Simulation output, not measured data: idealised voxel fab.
Module name: voxel capacitor over wiring (process module)
FYI the section here is cut, 220 nm wide, cells are 5 nm squares.
Heads up, the way a cross-section reads in here is a grid of square cells, handed over as bands from the top down, with every band being one or more rows of cells.
This entry defines a band. It first specifies the height of the band's top and the height of its bottom in nm, and then specifies the band's materials from left to right, stating each material with its width in nm. The word "throughout" identifies a single material that fills the band from edge to edge, while the word "blank" identifies empty space.
Heights are reckoned from 0. Under this level, the received wafer is all of one material. The bottommost band is open-ended downward, for example "0 down".
So if you see something like "30->40" for the width, read it as the top row of the band sitting at the first number and the bottom row at the second, with every row in between moving by the same amount as the last.
"everything unchanged" means the step left every cell of the cross-section as it was.
Heads up: "Enclosed cavity list" only lists the empty pockets with no open path to the top that are 8 cells or more, and it writes them as width x height at distance, distance from the left edge, in nm.
What comes after the settings on a step's line is commentary from the simulator itself on that step.
overlay nm: on a step with a mask, how far right of its planned place the mask lay; negative means left.

### List of planned process steps
| 1 | RECEIVE | material Si |
| 2 | CONFORMAL_DEP | material SiO2 | thk nm 10 |
| 3 | DIRECTIONAL_DEP | material TiN | thk nm 5 |
| 4 | DIRECTIONAL_DEP | material Ru | thk nm 15 |
| 5 | DIRECTIONAL_DEP | material aC | thk nm 15 |
| 6 | PATTERN | tone cover | mask id METAL_1 | material resist | width nm 30 | pitch nm 90 | thk nm 35 | overlay nm 0 |
| 7 | DIRECTIONAL_ETCH | etch materials aC | depth nm 5 |
| 8 | STRIP | etch materials resist |
| 9 | DIRECTIONAL_ETCH | etch materials Ru | depth nm 15 |
| 10 | DIRECTIONAL_ETCH | etch materials TiN | depth nm 5 |
| 11 | STRIP | etch materials aC |
| 12 | CONFORMAL_DEP | material SiN | thk nm 5 |
| 13 | FILL_DEP | material lowk | thk nm 5 |
| 14 | CMP | height nm 30 |
| 15 | CONFORMAL_DEP | material SiCN | thk nm 5 |
| 16 | DIRECTIONAL_DEP | material SiO2 | thk nm 10 |
| 17 | PATTERN | tone open | mask id PLUG_1 | material resist | width nm 15 | thk nm 15 | overlay nm 0 |
| 18 | DIRECTIONAL_ETCH | etch materials SiO2 | depth nm 10 |
| 19 | DIRECTIONAL_ETCH | etch materials SiCN | depth nm 5 |
| 20 | STRIP | etch materials resist |
| 21 | CONFORMAL_DEP | material TiN | thk nm 5 |
| 22 | FILL_DEP | material Cu | thk nm 5 |
| 23 | CMP | height nm 45 |
| 24 | DIRECTIONAL_DEP | material TiN | thk nm 10 |
| 25 | DIRECTIONAL_DEP | material SiN | thk nm 5 |
| 26 | DIRECTIONAL_DEP | material TiN | thk nm 5 |
| 27 | MASKED_ETCH | tone cover | mask id UPPER_PLATE | width nm 65 | etch materials TiN | depth nm 5 | overlay nm 0 |
| 28 | MASKED_ETCH | tone cover | mask id UPPER_PLATE | width nm 65 | etch materials SiN | depth nm 5 | overlay nm 0 |
| 29 | DIRECTIONAL_DEP | material aC | thk nm 15 |
| 30 | PATTERN | tone cover | mask id LOWER_PLATE | material resist | width nm 75 | thk nm 35 | overlay nm 0 |
| 31 | DIRECTIONAL_ETCH | etch materials aC | depth nm 15 |
| 32 | STRIP | etch materials resist |
| 33 | DIRECTIONAL_ETCH | etch materials TiN | depth nm 10 |
| 34 | STRIP | etch materials aC |
| 35 | FILL_DEP | material SiO2 | thk nm 15 |
| 36 | CMP | height nm 75 |
| 37 | MASKED_ETCH | tone open | mask id PLUG_2 | width nm 15 | etch materials SiO2 | depth nm 10 | overlay nm 0 |
| 38 | CONFORMAL_DEP | material TiN | thk nm 5 |
| 39 | FILL_DEP | material Ru | thk nm 5 |
| 40 | CMP | height nm 75 |
| 41 | CONFORMAL_DEP | material SiCN | thk nm 5 |
Quick note for whoever runs this: the wafers start identical, but the depth nm at step 7 isn't the same across them. The plan just shows what the first wafer had.

### Cross-sectional view of the first of several wafers in the as-received condition, corresponding to the state following step 1
0 down  Si throughout
Enclosed cavity list: none

### End-of-module cross-section, first of several wafers, after last step 41
80 to 75  SiCN throughout
75 to 70  SiO2 75 nm / TiN 5 nm / Ru 5 nm / TiN 5 nm / SiO2 130 nm
70 to 60  SiO2 75->65 nm / TiN 15->65 nm / SiO2 130->90 nm
60 to 55  SiO2 65 nm / SiN 65 nm / SiO2 90 nm
55 to 45  SiO2 60 nm / TiN 75 nm / SiO2 85 nm
45 to 35  SiO2 65 nm / TiN 5 nm / Cu 5 nm / TiN 5 nm / SiO2 140 nm
35 to 30  SiCN 65 nm / TiN 15 nm / SiCN 140 nm
30 to 15  Ru throughout
15 to 10  TiN throughout
10 to 0  SiO2 throughout
0 down  Si throughout
Enclosed cavity list: none

### End of module: cross-section, last of several wafers
80 to 75  SiCN throughout
75 to 70  SiO2 75 nm / TiN 5 nm / Ru 5 nm / TiN 5 nm / SiO2 130 nm
70 to 60  SiO2 75->65 nm / TiN 15->65 nm / SiO2 130->90 nm
60 to 55  SiO2 65 nm / SiN 65 nm / SiO2 90 nm
55 to 45  SiO2 60 nm / TiN 75 nm / SiO2 85 nm
45 to 35  SiO2 65 nm / TiN 5 nm / Cu 5 nm / TiN 5 nm / SiO2 140 nm
35 to 30  SiCN 65 nm / TiN 15 nm / SiCN 140 nm
30 to 15  lowk 45 nm / SiN 5 nm / Ru 30 nm / SiN 5 nm / lowk 50 nm / SiN 5 nm / Ru 30 nm / SiN 5 nm / lowk 45 nm
15 to 10  SiN 50 nm / TiN 30 nm / SiN 60 nm / TiN 30 nm / SiN 50 nm
10 to 0  SiO2 throughout
0 down  Si throughout
Enclosed cavity list: none

### Quick key for the table: a row per wafer, taken at the end of the module. For each material it tells you how many cells the wafer gained (+) or lost (-) since it came in, and the closed voids come after
depth nm 5, +2 Cu, +133 Ru, +85 SiCN, +13 SiN, +372 SiO2, +99 TiN, Enclosed cavity list: none
depth nm 10, +2 Cu, +133 Ru, +85 SiCN, +13 SiN, +372 SiO2, +99 TiN, Enclosed cavity list: none
depth nm 15, +2 Cu, +37 Ru, +85 SiCN, +57 SiN, +372 SiO2, +67 TiN, +84 lowk, Enclosed cavity list: none
depth nm 20, +2 Cu, +37 Ru, +85 SiCN, +57 SiN, +372 SiO2, +67 TiN, +84 lowk, Enclosed cavity list: none
depth nm 25, +2 Cu, +37 Ru, +85 SiCN, +57 SiN, +372 SiO2, +67 TiN, +84 lowk, Enclosed cavity list: none
depth nm 30, +2 Cu, +37 Ru, +85 SiCN, +57 SiN, +372 SiO2, +67 TiN, +84 lowk, Enclosed cavity list: none
